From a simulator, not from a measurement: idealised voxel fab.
The name of this process module is voxel wiring stack.
It is cross-section cut that appears here, measuring 280 nm in width, its square cells being 5 nm in size.
A cross-section in this document is a grid of square cells, and it is written down as bands, the top band listed before the ones below it; a band is made up of one or more rows of cells. Band: top and bottom heights (nm) first, top before bottom; then materials from left to right, widths in nm. "edge to edge" marks a sole material filling the band edge to edge. "blank" denotes empty space. Where do heights start? At 0: under that level the wafer as delivered is made of one material only. And the lowest band has no floor; it just carries on downward, as in "from 0 down". A width given as "30 to 40" starts at the first number in the band's top row and ends at the second number in its bottom row, shifting by an equal amount at every step from row to row. "no change" after a step means that no cell of the cross-section changed. The list in "Trapped void list" covers empty spaces of 8 cells or more that cannot reach the top through any open way, and it gives each as width x height at distance; the distance is from the left edge, and width, height and distance are in nm. Heads up: the bit after the settings on a step's line is the simulator's remark on that step. overlay nm: mask right of planned place by this much (step with mask). Neg. = left.

Below is the list of planned process steps:
step 1: RECEIVE, material Si
step 2: CONFORMAL_DEP, material SiO2, thk nm 10
step 3: CONFORMAL_DEP, material SiCN, thk nm 5
step 4: DIRECTIONAL_DEP, material lowk, thk nm 25
step 5: DIRECTIONAL_DEP, material aC, thk nm 10
step 6: PATTERN, tone open, mask id METAL_1, material resist, width nm 30, pitch nm 45, thk nm 30, overlay nm 0
step 7: DIRECTIONAL_ETCH, etch materials aC, depth nm 10
step 8: STRIP, etch materials resist
step 9: DIRECTIONAL_ETCH, etch materials lowk, depth nm 25
step 10: DIRECTIONAL_ETCH, etch materials SiCN, depth nm 5
step 11: STRIP, etch materials aC
step 12: CONFORMAL_DEP, material TiN, thk nm 5
step 13: FILL_DEP, material W, thk nm 5
step 14: CMP, height nm 40
step 15: CONFORMAL_DEP, material SiCN, thk nm 5
step 16: DIRECTIONAL_DEP, material SiO2, thk nm 25
step 17: DIRECTIONAL_DEP, material aC, thk nm 15
step 18: PATTERN, tone open, mask id METAL_2_HOLES, material resist, width nm 15, thk nm 30, overlay nm 0
step 19: DIRECTIONAL_ETCH, etch materials aC, depth nm 15
step 20: STRIP, etch materials resist
step 21: DIRECTIONAL_ETCH, etch materials SiO2, depth nm 25
step 22: STRIP, etch materials aC
step 23: PATTERN, tone open, mask id METAL_2, material resist, width nm 30, pitch nm 45, thk nm 20, overlay nm 0
step 24: DIRECTIONAL_ETCH, etch materials SiO2, depth nm 15
step 25: DIRECTIONAL_ETCH, etch materials SiCN, depth nm 5
step 26: STRIP, etch materials resist
step 27: CONFORMAL_DEP, material TiN, thk nm 5
step 28: FILL_DEP, material Cu, thk nm 10
step 29: CMP, height nm 70
step 30: CONFORMAL_DEP, material SiCN, thk nm 5
step 31: DIRECTIONAL_DEP, material SiO2, thk nm 15
step 32: MASKED_ETCH, tone open, mask id PLUG_2, width nm 15, pitch nm 45, etch materials SiO2, depth nm 15, overlay nm 0
step 33: MASKED_ETCH, tone open, mask id PLUG_2, width nm 15, pitch nm 45, etch materials SiCN, depth nm 5, overlay nm 0
step 34: EPI, material Ru, thk nm 10
step 35: EPI, material Ru, thk nm 10
step 36: DIRECTIONAL_DEP, material TiN, thk nm 5
step 37: DIRECTIONAL_DEP, material W, thk nm 20
step 38: PATTERN, tone cover, mask id METAL_3, material resist, width nm 30, pitch nm 45, thk nm 15, overlay nm 0
step 39: DIRECTIONAL_ETCH, etch materials W, depth nm 20
step 40: DIRECTIONAL_ETCH, etch materials TiN, depth nm 5
step 41: STRIP, etch materials resist
step 42: CONFORMAL_DEP, material SiCN, thk nm 5
step 43: FILL_DEP, material SiO2, thk nm 5
step 44: CMP, height nm 115
step 45: CONFORMAL_DEP, material SiCN, thk nm 5
step 46: DIRECTIONAL_DEP, material SiO2, thk nm 10
step 47: DIRECTIONAL_DEP, material aC, thk nm 15
step 48: PATTERN, tone open, mask id PLUG_3, material resist, width nm 15, thk nm 35, overlay nm 0
step 49: DIRECTIONAL_ETCH, etch materials aC, depth nm 15
step 50: STRIP, etch materials resist
step 51: DIRECTIONAL_ETCH, etch materials SiO2, depth nm 10
step 52: DIRECTIONAL_ETCH, etch materials SiCN, depth nm 5
step 53: STRIP, etch materials aC
step 54: CONFORMAL_DEP, material TiN, thk nm 5
step 55: FILL_DEP, material Ru, thk nm 10
step 56: CMP, height nm 130
step 57: CONFORMAL_DEP, material SiN, thk nm 5
step 58: DIRECTIONAL_DEP, material SiO2, thk nm 25
step 59: DIRECTIONAL_DEP, material aC, thk nm 10
step 60: PATTERN, tone open, mask id METAL_4, material resist, width nm 30, pitch nm 45, thk nm 25, overlay nm 0
step 61: DIRECTIONAL_ETCH, etch materials aC, depth nm 10
step 62: STRIP, etch materials resist
step 63: DIRECTIONAL_ETCH, etch materials SiO2, depth nm 25
step 64: DIRECTIONAL_ETCH, etch materials SiN, depth nm 5
step 65: STRIP, etch materials aC
step 66: CONFORMAL_DEP, material TiN, thk nm 5
step 67: FILL_DEP, material Cu, thk nm 5
step 68: CMP, height nm 160
step 69: CONFORMAL_DEP, material SiN, thk nm 5

Cross-section: wafer on arrival = after step 1:
from 0 down: Si edge to edge
Trapped void list: none

Module complete - cross-section of the first of two wafers, run according to plan:
from 165 to 160: SiN edge to edge
from 160 to 135: SiO2: 100, TiN: 5, Cu: 20, TiN: 5, SiO2: 15, TiN: 5, Cu: 20, TiN: 5, SiO2: 105
from 135 to 130: SiN: 100, TiN: 30, SiN: 15, TiN: 30, SiN: 105
from 130 to 120: SiO2: 100, TiN: 5, Ru: 5, TiN: 5, SiO2: 165
from 120 to 115: SiCN: 100, TiN: 15, SiCN: 165
from 115 to 95: SiO2: 95, SiCN: 5, W: 30, SiCN: 5, SiO2: 5, SiCN: 5, W: 30, SiCN: 5, SiO2: 100
from 95 to 90: SiCN: 100, TiN: 30, SiCN: 15, TiN: 30, SiCN: 105
from 90 to 75: SiO2: 100, Ru: 15, SiO2: 30, Ru: 15, SiO2: 120
from 75 to 70: SiCN: 100, Ru: 15, SiCN: 30, Ru: 15, SiCN: 120
from 70 to 60: SiO2: 100, TiN: 5, Cu: 20, TiN: 5, SiO2: 15, TiN: 5, Cu: 20, TiN: 5, SiO2: 105
from 60 to 55: SiO2: 100, TiN: 5, Cu: 5, TiN: 20, SiO2: 15, TiN: 30, SiO2: 105
from 55 to 45: SiO2: 100, TiN: 5, Cu: 5, TiN: 5, SiO2: 165
from 45 to 40: SiCN: 100, TiN: 15, SiCN: 165
from 40 to 15: lowk: 100, TiN: 5, W: 20, TiN: 5, lowk: 15, TiN: 5, W: 20, TiN: 5, lowk: 105
from 15 to 10: SiCN: 100, TiN: 30, SiCN: 15, TiN: 30, SiCN: 105
from 10 to 0: SiO2 edge to edge
from 0 down: Si edge to edge
Trapped void list: none

Presented here is a cross-section of the second of the two wafers as it stood at the end of the module. It was started in the same manner and assigned the same plan as the first wafer; however, one mistake was made in its execution:
from 165 to 160: SiN edge to edge
from 160 to 135: SiO2: 100, TiN: 5, Cu: 20, TiN: 5, SiO2: 15, TiN: 5, Cu: 20, TiN: 5, SiO2: 105
from 135 to 130: SiN: 100, TiN: 30, SiN: 15, TiN: 30, SiN: 105
from 130 to 120: SiO2: 100, TiN: 5, Ru: 5, TiN: 5, SiO2: 165
from 120 to 115: SiCN: 100, TiN: 15, SiCN: 165
from 115 to 110: SiO2: 95, SiCN: 5, W: 30, SiCN: 5, SiO2: 5, SiCN: 5, W: 30, SiCN: 5, SiO2: 100
from 110 to 105: SiCN: 100, TiN: 30, SiCN: 15, TiN: 30, SiCN: 105
from 105 to 90: SiO2: 100, Ru: 15, SiO2: 30, Ru: 15, SiO2: 120
from 90 to 85: SiCN: 100, Ru: 15, SiCN: 30, Ru: 15, SiCN: 120
from 85 to 75: Cu edge to edge
from 75 to 70: TiN: 105, Cu: 20, TiN: 25, Cu: 20, TiN: 110
from 70 to 60: SiO2: 100, TiN: 5, Cu: 20, TiN: 5, SiO2: 15, TiN: 5, Cu: 20, TiN: 5, SiO2: 105
from 60 to 55: SiO2: 100, TiN: 5, Cu: 5, TiN: 20, SiO2: 15, TiN: 30, SiO2: 105
from 55 to 45: SiO2: 100, TiN: 5, Cu: 5, TiN: 5, SiO2: 165
from 45 to 40: SiCN: 100, TiN: 15, SiCN: 165
from 40 to 15: lowk: 100, TiN: 5, W: 20, TiN: 5, lowk: 15, TiN: 5, W: 20, TiN: 5, lowk: 105
from 15 to 10: SiCN: 100, TiN: 30, SiCN: 15, TiN: 30, SiCN: 105
from 10 to 0: SiO2 edge to edge
from 0 down: Si edge to edge
Trapped void list: none
Deviation noted in wafer processing: step 29 from the plan never happened, it was just skipped
Counted in cells at the end, the second wafer holds more or fewer of these materials than the first: Cu +120 | SiCN -12 | SiO2 -120 | TiN +48 | W -36
